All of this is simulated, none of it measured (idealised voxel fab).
The process module presented herein is designated voxel spacer lines.
Displayed cross-section: cut, width of 210 nm, square cells sized 5 nm.
In what follows, cross-sections appear as grids of square cells, described through bands that run from the top down, where every band is one or more rows of cells. First you get the band's top height and its bottom height, in nm, and then the materials it's made of, left to right, with each width in nm. If you see a single material with "full width", that one covers the band edge to edge. "empty" is empty space. Heights from 0 (as-received wafer is one material below). Bottom band endless downward, as "0 down". Note: "30..40" means the width goes from the first number (top row of the band) to the second number (bottom row) in equal steps per row of cells. "remained unchanged" for a step: no cell of the cross-section changed in that step. "Enclosed cavities" specifies each empty space that is not open to the top and that occupies no fewer than 8 cells, using the form width x height at distance, the distance measured from the left edge and all three quantities in nm. Note: text after step settings on the step line = simulator remark on that step. The line of a step may include "overlay nm". On a step with a mask, this value is how far to the right of its planned place the mask lay. A negative value means the mask lay to the left.

**List of planned process steps**
step 1: RECEIVE: material Si
step 2: CONFORMAL_DEP: material Al2O3, thk nm 10
step 3: DIRECTIONAL_DEP: material TiN, thk nm 10
step 4: DIRECTIONAL_DEP: material polySi, thk nm 30
step 5: PATTERN: tone cover, mask id MANDREL, material resist, width nm 15, pitch nm 50, thk nm 40, overlay nm 0
step 6: DIRECTIONAL_ETCH: etch materials polySi, depth nm 30
step 7: STRIP: etch materials resist
step 8: CONFORMAL_DEP: material SiO2, thk nm 10
step 9: DIRECTIONAL_ETCH: etch materials SiO2, depth nm 10
step 10: STRIP: etch materials polySi
step 11: DIRECTIONAL_ETCH: etch materials TiN, depth nm 10
step 12: STRIP: etch materials SiO2

**Wafer at receipt (post step 1), cross-section**
- 0 down  Si full width
- Enclosed cavities: none

**Run as planned - first of the two wafers cross-sectioned at the end of the module**
- 20 to 10  35 of empty, then 10 of TiN, then 15 of empty, then 10 of TiN, then 15 of empty, then 10 of TiN, then 15 of empty, then 10 of TiN, then 15 of empty, then 10 of TiN, then 15 of empty, then 10 of TiN, then 40 of empty
- 10 to 0  Al2O3 full width
- 0 down  Si full width
- Enclosed cavities: none

**This is the second of the two wafers, cross-sectioned at the end of the module; it started exactly like the first and was given the same plan, but it was run with one mistake**
- 50 to 20  45 of empty, then 15 of polySi, then 35 of empty, then 15 of polySi, then 35 of empty, then 15 of polySi, then 50 of empty
- 20 to 10  45 of empty, then 15 of TiN, then 35 of empty, then 15 of TiN, then 35 of empty, then 15 of TiN, then 50 of empty
- 10 to 0  Al2O3 full width
- 0 down  Si full width
- Enclosed cavities: none
It is concluded that the wafer was processed incorrectly with respect to the plan, in that it should be noted that step 10 was executed with settings other than those planned, the operation and settings actually applied being STRIP: etch materials SiO2
Wrapping up, a cell-based count of both wafers puts the second over or under the first for these materials: 6 fewer of TiN, 54 more of polySi
